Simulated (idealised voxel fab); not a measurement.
The following is a process module called voxel self aligned vias.
Square cell edge 5 nm, section width 195 nm, ID cut.
How to read a cross-section here: the picture is a grid of square cells, written as bands going from the top down, and any band can span one or more rows of cells. For a band, the entry starts with two heights in nm, that of the top and then that of the bottom, and carries on with the band's materials in order from left to right, each alongside its width in nm; the word "full width" beside a single material means it fills the band edge to edge, and "blank" means empty space. Heights from 0 (as-received wafer is one material below). Bottom band endless downward, as "z 0 and below". When a width is written as two numbers, as in "30..40", the first number is the width in the top row of cells of the band and the second is the width in its bottom row, and the width changes by the same amount from each row to the next. "stayed the same" (step): cross-section cells unchanged, all of them. Listed in "Closed-off voids": every empty space of 8 or more cells without an open way to the top. Form: width x height at distance, the distance being from the left edge, all in nm. Heads up: the bit after the settings on a step's line is the simulator's remark on that step. Among the settings permitted on a step's line is "overlay nm"; applied to a step with a mask, it specifies the extent to which the mask lay to the right of its planned position, whereas a negative figure signifies a position to the left.

Steps planned for the process:
1) RECEIVE (material Si)
2) CONFORMAL_DEP (material SiO2; thk nm 15)
3) CONFORMAL_DEP (material SiCN; thk nm 5)
4) DIRECTIONAL_DEP (material SiO2; thk nm 25)
5) MASKED_ETCH (tone open; mask id LINES; width nm 25; pitch nm 65; etch materials SiO2; depth nm 25; overlay nm 0)
6) CONFORMAL_DEP (material TiN; thk nm 5)
7) FILL_DEP (material Ru; thk nm 10)
8) CMP (height nm 45)
9) SELECTIVE_ETCH (etch materials W Ru TiN; depth nm 5)
10) FILL_DEP (material SiN; thk nm 5)
11) CMP (height nm 45)
12) DIRECTIONAL_DEP (material SiO2; thk nm 15)
13) DIRECTIONAL_DEP (material aC; thk nm 10)
14) PATTERN (tone open; mask id VIAS; material resist; width nm 35; thk nm 30; overlay nm 0)
15) DIRECTIONAL_ETCH (etch materials aC; depth nm 10)
16) STRIP (etch materials resist)
17) DIRECTIONAL_ETCH (etch materials SiO2; depth nm 15)
18) DIRECTIONAL_ETCH (etch materials SiN; depth nm 5)
19) STRIP (etch materials aC)
20) CONFORMAL_DEP (material TiN; thk nm 5)
21) FILL_DEP (material Ru; thk nm 10)
22) CMP (height nm 60)
23) CONFORMAL_DEP (material SiN; thk nm 5)

The first of the two wafers, which ran as planned:

As-received state of the wafer in cross-section, equivalent to post-step 1:
- z 0 and below: Si full width
- Closed-off voids: none

Cross-section of the wafer subsequent to step 2:
- z 15 to 0: SiO2 full width
- Rest of section, below 0: as before.

Cross-section of the wafer subsequent to step 3:
- z 20 to 15: SiCN full width
- Rest of section, below 15: as before.

Cross-section of the wafer subsequent to step 4:
- z 45 to 20: SiO2 full width
- Rest of section, below 20: as before.

Cross-section of the wafer subsequent to step 5:
- z 45 to 20: SiO2 50 nm, blank 25 nm, SiO2 40 nm, blank 25 nm, SiO2 55 nm
- Rest of section, below 20: as before.

Cross-section of the wafer subsequent to step 6:
- z 50 to 45: TiN 55 nm, blank 15 nm, TiN 50 nm, blank 15 nm, TiN 60 nm
- z 45 to 25: SiO2 50 nm, TiN 5 nm, blank 15 nm, TiN 5 nm, SiO2 40 nm, TiN 5 nm, blank 15 nm, TiN 5 nm, SiO2 55 nm
- z 25 to 20: SiO2 50 nm, TiN 25 nm, SiO2 40 nm, TiN 25 nm, SiO2 55 nm
- Rest of section, below 20: as before.

Cross-section of the wafer subsequent to step 7:
- z 60 to 50: Ru full width
- z 50 to 45: TiN 55 nm, Ru 15 nm, TiN 50 nm, Ru 15 nm, TiN 60 nm
- z 45 to 25: SiO2 50 nm, TiN 5 nm, Ru 15 nm, TiN 5 nm, SiO2 40 nm, TiN 5 nm, Ru 15 nm, TiN 5 nm, SiO2 55 nm
- Rest of section, below 25: as before.

Cross-section of the wafer subsequent to step 8:
- z 45 to 25: SiO2 50 nm, TiN 5 nm, Ru 15 nm, TiN 5 nm, SiO2 40 nm, TiN 5 nm, Ru 15 nm, TiN 5 nm, SiO2 55 nm
- Rest of section, below 25: as before.

Cross-section of the wafer subsequent to step 9:
- z 45 to 40: SiO2 50 nm, blank 25 nm, SiO2 40 nm, blank 25 nm, SiO2 55 nm
- Rest of section, below 40: as before.

Cross-section of the wafer subsequent to step 10:
- z 50 to 45: SiN full width
- z 45 to 40: SiO2 50 nm, SiN 25 nm, SiO2 40 nm, SiN 25 nm, SiO2 55 nm
- Rest of section, below 40: as before.

Cross-section of the wafer subsequent to step 11:
- z 45 to 40: SiO2 50 nm, SiN 25 nm, SiO2 40 nm, SiN 25 nm, SiO2 55 nm
- Rest of section, below 40: as before.

Cross-section of the wafer subsequent to step 12:
- z 60 to 45: SiO2 full width
- Rest of section, below 45: as before.

Cross-section of the wafer subsequent to step 13:
- z 70 to 60: aC full width
- Rest of section, below 60: as before.

Cross-section of the wafer subsequent to step 14:
- z 100 to 70: resist 45 nm, blank 35 nm, resist 115 nm
- Rest of section, below 70: as before.

Cross-section of the wafer subsequent to step 15:
- z 90 to 70: resist 45 nm, blank 35 nm, resist 115 nm
- z 70 to 60: aC 45 nm, blank 35 nm, aC 115 nm
- Rest of section, below 60: as before.

Cross-section of the wafer subsequent to step 16:
- z 70 to 60: aC 45 nm, blank 35 nm, aC 115 nm
- Rest of section, below 60: as before.

Cross-section of the wafer subsequent to step 17:
- z 70 to 60: aC 45 nm, blank 35 nm, aC 115 nm
- z 60 to 45: SiO2 45 nm, blank 35 nm, SiO2 115 nm
- Rest of section, below 45: as before.

Cross-section of the wafer subsequent to step 18:
- z 70 to 60: aC 45 nm, blank 35 nm, aC 115 nm
- z 60 to 45: SiO2 45 nm, blank 35 nm, SiO2 115 nm
- z 45 to 40: SiO2 50 nm, blank 25 nm, SiO2 40 nm, SiN 25 nm, SiO2 55 nm
- Rest of section, below 40: as before.

Cross-section of the wafer subsequent to step 19:
- z 60 to 45: SiO2 45 nm, blank 35 nm, SiO2 115 nm
- Rest of section, below 45: as before.

Cross-section of the wafer subsequent to step 20:
- z 65 to 60: TiN 50 nm, blank 25 nm, TiN 120 nm
- z 60 to 50: SiO2 45 nm, TiN 5 nm, blank 25 nm, TiN 5 nm, SiO2 115 nm
- z 50 to 45: SiO2 45 nm, TiN 10 nm, blank 15 nm, TiN 10 nm, SiO2 115 nm
- z 45 to 40: SiO2 50 nm, TiN 25 nm, SiO2 40 nm, SiN 25 nm, SiO2 55 nm
- Rest of section, below 40: as before.

Cross-section of the wafer subsequent to step 21:
- z 75 to 65: Ru full width
- z 65 to 60: TiN 50 nm, Ru 25 nm, TiN 120 nm
- z 60 to 50: SiO2 45 nm, TiN 5 nm, Ru 25 nm, TiN 5 nm, SiO2 115 nm
- z 50 to 45: SiO2 45 nm, TiN 10 nm, Ru 15 nm, TiN 10 nm, SiO2 115 nm
- Rest of section, below 45: as before.

Cross-section of the wafer subsequent to step 22:
- z 60 to 50: SiO2 45 nm, TiN 5 nm, Ru 25 nm, TiN 5 nm, SiO2 115 nm
- Rest of section, below 50: as before.

Cross-section of the wafer subsequent to step 23:
- z 65 to 60: SiN full width
- Rest of section, below 60: as before.

Companion wafer, the second of two: same beginning, same intended sequence, one mistake in carrying it out; through step 1 inclusive it tracks the first exactly:

Cross-section of the second wafer when, according to plan, step 2 should have finished:
- z 30 to 0: SiO2 full width
- Rest of section, below 0: as before.

Cross-section of the second wafer when, according to plan, step 3 should have finished:
- z 35 to 30: SiCN full width
- Rest of section, below 30: as before.

Cross-section of the second wafer when, according to plan, step 4 should have finished:
- z 60 to 35: SiO2 full width
- Rest of section, below 35: as before.

Cross-section of the second wafer when, according to plan, step 5 should have finished:
- z 60 to 35: SiO2 50 nm, blank 25 nm, SiO2 40 nm, blank 25 nm, SiO2 55 nm
- Rest of section, below 35: as before.

Cross-section of the second wafer when, according to plan, step 6 should have finished:
- z 65 to 60: TiN 55 nm, blank 15 nm, TiN 50 nm, blank 15 nm, TiN 60 nm
- z 60 to 40: SiO2 50 nm, TiN 5 nm, blank 15 nm, TiN 5 nm, SiO2 40 nm, TiN 5 nm, blank 15 nm, TiN 5 nm, SiO2 55 nm
- z 40 to 35: SiO2 50 nm, TiN 25 nm, SiO2 40 nm, TiN 25 nm, SiO2 55 nm
- Rest of section, below 35: as before.

Cross-section of the second wafer when, according to plan, step 7 should have finished:
- z 75 to 65: Ru full width
- z 65 to 60: TiN 55 nm, Ru 15 nm, TiN 50 nm, Ru 15 nm, TiN 60 nm
- z 60 to 40: SiO2 50 nm, TiN 5 nm, Ru 15 nm, TiN 5 nm, SiO2 40 nm, TiN 5 nm, Ru 15 nm, TiN 5 nm, SiO2 55 nm
- Rest of section, below 40: as before.

Cross-section of the second wafer when, according to plan, step 8 should have finished:
- z 45 to 40: SiO2 50 nm, TiN 5 nm, Ru 15 nm, TiN 5 nm, SiO2 40 nm, TiN 5 nm, Ru 15 nm, TiN 5 nm, SiO2 55 nm
- Rest of section, below 40: as before.

Cross-section of the second wafer when, according to plan, step 9 should have finished:
- z 45 to 40: SiO2 50 nm, blank 25 nm, SiO2 40 nm, blank 25 nm, SiO2 55 nm
- Rest of section, below 40: as before.

Cross-section of the second wafer when, according to plan, step 10 should have finished:
- z 50 to 45: SiN full width
- z 45 to 40: SiO2 50 nm, SiN 25 nm, SiO2 40 nm, SiN 25 nm, SiO2 55 nm
- Rest of section, below 40: as before.

Cross-section of the second wafer when, according to plan, step 11 should have finished:
- z 45 to 40: SiO2 50 nm, SiN 25 nm, SiO2 40 nm, SiN 25 nm, SiO2 55 nm
- Rest of section, below 40: as before.

Cross-section of the second wafer when, according to plan, step 12 should have finished:
- z 60 to 45: SiO2 full width
- Rest of section, below 45: as before.

Cross-section of the second wafer when, according to plan, step 13 should have finished:
- z 70 to 60: aC full width
- Rest of section, below 60: as before.

Cross-section of the second wafer when, according to plan, step 14 should have finished:
- z 100 to 70: resist 45 nm, blank 35 nm, resist 115 nm
- Rest of section, below 70: as before.

Cross-section of the second wafer when, according to plan, step 15 should have finished:
- z 90 to 70: resist 45 nm, blank 35 nm, resist 115 nm
- z 70 to 60: aC 45 nm, blank 35 nm, aC 115 nm
- Rest of section, below 60: as before.

Cross-section of the second wafer when, according to plan, step 16 should have finished:
- z 70 to 60: aC 45 nm, blank 35 nm, aC 115 nm
- Rest of section, below 60: as before.

Cross-section of the second wafer when, according to plan, step 17 should have finished:
- z 70 to 60: aC 45 nm, blank 35 nm, aC 115 nm
- z 60 to 45: SiO2 45 nm, blank 35 nm, SiO2 115 nm
- Rest of section, below 45: as before.

Cross-section of the second wafer when, according to plan, step 18 should have finished:
- z 70 to 60: aC 45 nm, blank 35 nm, aC 115 nm
- z 60 to 45: SiO2 45 nm, blank 35 nm, SiO2 115 nm
- z 45 to 40: SiO2 50 nm, blank 25 nm, SiO2 40 nm, SiN 25 nm, SiO2 55 nm
- Rest of section, below 40: as before.

Cross-section of the second wafer when, according to plan, step 19 should have finished:
- z 60 to 45: SiO2 45 nm, blank 35 nm, SiO2 115 nm
- Rest of section, below 45: as before.

Cross-section of the second wafer when, according to plan, step 20 should have finished:
- z 65 to 60: TiN 50 nm, blank 25 nm, TiN 120 nm
- z 60 to 50: SiO2 45 nm, TiN 5 nm, blank 25 nm, TiN 5 nm, SiO2 115 nm
- z 50 to 45: SiO2 45 nm, TiN 10 nm, blank 15 nm, TiN 10 nm, SiO2 115 nm
- z 45 to 40: SiO2 50 nm, TiN 25 nm, SiO2 40 nm, SiN 25 nm, SiO2 55 nm
- Rest of section, below 40: as before.

Cross-section of the second wafer when, according to plan, step 21 should have finished:
- z 75 to 65: Ru full width
- z 65 to 60: TiN 50 nm, Ru 25 nm, TiN 120 nm
- z 60 to 50: SiO2 45 nm, TiN 5 nm, Ru 25 nm, TiN 5 nm, SiO2 115 nm
- z 50 to 45: SiO2 45 nm, TiN 10 nm, Ru 15 nm, TiN 10 nm, SiO2 115 nm
- Rest of section, below 45: as before.

Cross-section of the second wafer when, according to plan, step 22 should have finished:
- z 60 to 50: SiO2 45 nm, TiN 5 nm, Ru 25 nm, TiN 5 nm, SiO2 115 nm
- Rest of section, below 50: as before.

Cross-section of the second wafer when, according to plan, step 23 should have finished:
- z 65 to 60: SiN full width
- Rest of section, below 60: as before.
Nonconformance to the process plan: step 2 of the plan was carried out twice
Looking at both finished wafers in cells, the second ends up ahead of or behind the first on some materials: Ru: 18 fewer; SiO2: 30 more; TiN: 12 fewer
